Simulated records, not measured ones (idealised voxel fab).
process module | voxel spacer lines
cross-section cut | 260 nm wide | cells 5 nm
A cross-section is a grid of square cells, given in bands from the top down. A band is one or more rows of cells.
Each band's line starts with the height of the band's top and of its bottom, in nm. Then come its materials from left to right, each with its width in nm. One material with "throughout" fills the band from edge to edge. "air" is empty space.
Height 0 is the level under which the wafer as received is all one material. The lowest band goes on downwards, as in "0 down".
A width such as "30 to 40" changes by the same amount from each row of cells to the next, from the band's top row to its bottom row.
"no change" after a step means that no cell of the cross-section changed.
closed voids: empty space of 8 cells or more with no open way to the top, each as width x height at its distance from the left edge, in nm
after a step's settings: what the simulator itself notes on the step
overlay nm, on a step with a mask: how far to the right of its planned place the mask lay; to the left if negative
plan
1 op RECEIVE | material Si
2 op CONFORMAL_DEP | material Al2O3 | thk nm 5
3 op DIRECTIONAL_DEP | material SiN | thk nm 15
4 op DIRECTIONAL_DEP | material aC | thk nm 25
5 op PATTERN | tone cover | mask id MANDREL | material resist | width nm 20 | pitch nm 60 | thk nm 35 | overlay nm 0
6 op DIRECTIONAL_ETCH | etch materials aC | depth nm 25
7 op STRIP | etch materials resist
8 op CONFORMAL_DEP | material SiO2 | thk nm 10
9 op DIRECTIONAL_ETCH | etch materials SiO2 | depth nm 10
10 op STRIP | etch materials aC
11 op DIRECTIONAL_ETCH | etch materials SiN | depth nm 15
12 op STRIP | etch materials SiO2
as received, after step 1
  0 down: Si throughout
  closed voids: none
a wafer at the end: this start, this plan, one mistake
  20 to 5: air 90 | SiN 20 | air 40 | SiN 20 | air 90
  5 to 0: Al2O3 throughout
  0 down: Si throughout
  closed voids: none
what went wrong: step 5 ran as: op PATTERN | tone open | mask id MANDREL | material resist | width nm 20 | pitch nm 60 | thk nm 35 | overlay nm 0
